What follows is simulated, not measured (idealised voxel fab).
process module | voxel tone inversion
cross-section cut | 275 nm wide | cells 5 nm
A cross-section is a grid of square cells, given in bands from the top down. A band is one or more rows of cells.
Each band's line starts with the height of the band's top and of its bottom, in nm. Then come its materials from left to right, each with its width in nm. One material with "throughout" fills the band from edge to edge. "air" is empty space.
Height 0 is the level under which the wafer as received is all one material. The lowest band goes on downwards, as in "0 down".
A width such as "30 to 40" changes by the same amount from each row of cells to the next, from the band's top row to its bottom row.
"no change" after a step means that no cell of the cross-section changed.
closed voids: empty space of 8 cells or more with no open way to the top, each as width x height at its distance from the left edge, in nm
after a step's settings: what the simulator itself notes on the step
overlay nm, on a step with a mask: how far to the right of its planned place the mask lay; to the left if negative
plan
1 op RECEIVE | material Si
2 op CONFORMAL_DEP | material SiCN | thk nm 10
3 op DIRECTIONAL_DEP | material polySi | thk nm 15
4 op PATTERN | tone cover | mask id POSTS | material resist | width nm 20 | pitch nm 40 | thk nm 25 | overlay nm 0
5 op DIRECTIONAL_ETCH | etch materials polySi | depth nm 15
6 op STRIP | etch materials resist
7 op FILL_DEP | material lowk | thk nm 10
8 op CMP | height nm 25
9 op STRIP | etch materials polySi
10 op CONFORMAL_DEP | material TiN | thk nm 5
11 op FILL_DEP | material Ru | thk nm 10
12 op CMP | height nm 25
13 op CONFORMAL_DEP | material SiN | thk nm 5
first wafer, as planned
as received, after step 1
  0 down: Si throughout
  closed voids: none
after step 2
  10 to 0: SiCN throughout
  below 0: unchanged
after step 3
  25 to 10: polySi throughout
  below 10: unchanged
after step 4
  50 to 25: air 65 | resist 20 | air 20 | resist 20 | air 20 | resist 20 | air 20 | resist 20 | air 70
  below 25: unchanged
after step 5
  50 to 25: air 65 | resist 20 | air 20 | resist 20 | air 20 | resist 20 | air 20 | resist 20 | air 70
  25 to 10: air 65 | polySi 20 | air 20 | polySi 20 | air 20 | polySi 20 | air 20 | polySi 20 | air 70
  below 10: unchanged
after step 6
  25 to 10: air 65 | polySi 20 | air 20 | polySi 20 | air 20 | polySi 20 | air 20 | polySi 20 | air 70
  below 10: unchanged
after step 7
  35 to 25: lowk throughout
  25 to 10: lowk 65 | polySi 20 | lowk 20 | polySi 20 | lowk 20 | polySi 20 | lowk 20 | polySi 20 | lowk 70
  below 10: unchanged
after step 8
  25 to 10: lowk 65 | polySi 20 | lowk 20 | polySi 20 | lowk 20 | polySi 20 | lowk 20 | polySi 20 | lowk 70
  below 10: unchanged
after step 9
  25 to 10: lowk 65 | air 20 | lowk 20 | air 20 | lowk 20 | air 20 | lowk 20 | air 20 | lowk 70
  below 10: unchanged
after step 10
  30 to 25: TiN 70 | air 10 | TiN 30 | air 10 | TiN 30 | air 10 | TiN 30 | air 10 | TiN 75
  25 to 15: lowk 65 | TiN 5 | air 10 | TiN 5 | lowk 20 | TiN 5 | air 10 | TiN 5 | lowk 20 | TiN 5 | air 10 | TiN 5 | lowk 20 | TiN 5 | air 10 | TiN 5 | lowk 70
  15 to 10: lowk 65 | TiN 20 | lowk 20 | TiN 20 | lowk 20 | TiN 20 | lowk 20 | TiN 20 | lowk 70
  below 10: unchanged
after step 11
  40 to 30: Ru throughout
  30 to 25: TiN 70 | Ru 10 | TiN 30 | Ru 10 | TiN 30 | Ru 10 | TiN 30 | Ru 10 | TiN 75
  25 to 15: lowk 65 | TiN 5 | Ru 10 | TiN 5 | lowk 20 | TiN 5 | Ru 10 | TiN 5 | lowk 20 | TiN 5 | Ru 10 | TiN 5 | lowk 20 | TiN 5 | Ru 10 | TiN 5 | lowk 70
  below 15: unchanged
after step 12
  25 to 15: lowk 65 | TiN 5 | Ru 10 | TiN 5 | lowk 20 | TiN 5 | Ru 10 | TiN 5 | lowk 20 | TiN 5 | Ru 10 | TiN 5 | lowk 20 | TiN 5 | Ru 10 | TiN 5 | lowk 70
  below 15: unchanged
after step 13
  30 to 25: SiN throughout
  below 25: unchanged
second wafer: like start, like plan, one mistake. Through step 3 it matches the first wafer
when step 4 should have ended
  50 to 25: air 70 | resist 15 | air 25 | resist 15 | air 25 | resist 15 | air 25 | resist 15 | air 70
  below 25: unchanged
when step 5 should have ended
  50 to 25: air 70 | resist 15 | air 25 | resist 15 | air 25 | resist 15 | air 25 | resist 15 | air 70
  25 to 10: air 70 | polySi 15 | air 25 | polySi 15 | air 25 | polySi 15 | air 25 | polySi 15 | air 70
  below 10: unchanged
when step 6 should have ended
  25 to 10: air 70 | polySi 15 | air 25 | polySi 15 | air 25 | polySi 15 | air 25 | polySi 15 | air 70
  below 10: unchanged
when step 7 should have ended
  35 to 25: lowk throughout
  25 to 10: lowk 70 | polySi 15 | lowk 25 | polySi 15 | lowk 25 | polySi 15 | lowk 25 | polySi 15 | lowk 70
  below 10: unchanged
when step 8 should have ended
  25 to 10: lowk 70 | polySi 15 | lowk 25 | polySi 15 | lowk 25 | polySi 15 | lowk 25 | polySi 15 | lowk 70
  below 10: unchanged
when step 9 should have ended
  25 to 10: lowk 70 | air 15 | lowk 25 | air 15 | lowk 25 | air 15 | lowk 25 | air 15 | lowk 70
  below 10: unchanged
when step 10 should have ended
  30 to 25: TiN 75 | air 5 | TiN 35 | air 5 | TiN 35 | air 5 | TiN 35 | air 5 | TiN 75
  25 to 15: lowk 70 | TiN 5 | air 5 | TiN 5 | lowk 25 | TiN 5 | air 5 | TiN 5 | lowk 25 | TiN 5 | air 5 | TiN 5 | lowk 25 | TiN 5 | air 5 | TiN 5 | lowk 70
  15 to 10: lowk 70 | TiN 15 | lowk 25 | TiN 15 | lowk 25 | TiN 15 | lowk 25 | TiN 15 | lowk 70
  below 10: unchanged
when step 11 should have ended
  40 to 30: Ru throughout
  30 to 25: TiN 75 | Ru 5 | TiN 35 | Ru 5 | TiN 35 | Ru 5 | TiN 35 | Ru 5 | TiN 75
  25 to 15: lowk 70 | TiN 5 | Ru 5 | TiN 5 | lowk 25 | TiN 5 | Ru 5 | TiN 5 | lowk 25 | TiN 5 | Ru 5 | TiN 5 | lowk 25 | TiN 5 | Ru 5 | TiN 5 | lowk 70
  below 15: unchanged
when step 12 should have ended
  25 to 15: lowk 70 | TiN 5 | Ru 5 | TiN 5 | lowk 25 | TiN 5 | Ru 5 | TiN 5 | lowk 25 | TiN 5 | Ru 5 | TiN 5 | lowk 25 | TiN 5 | Ru 5 | TiN 5 | lowk 70
  below 15: unchanged
when step 13 should have ended
  30 to 25: SiN throughout
  below 25: unchanged
what went wrong: step 4 ran as: op PATTERN | tone cover | mask id POSTS | material resist | width nm 15 | pitch nm 40 | thk nm 25 | overlay nm 0
at the end the second wafer has, in cells: 8 fewer of Ru | 4 fewer of TiN | 12 more of lowk
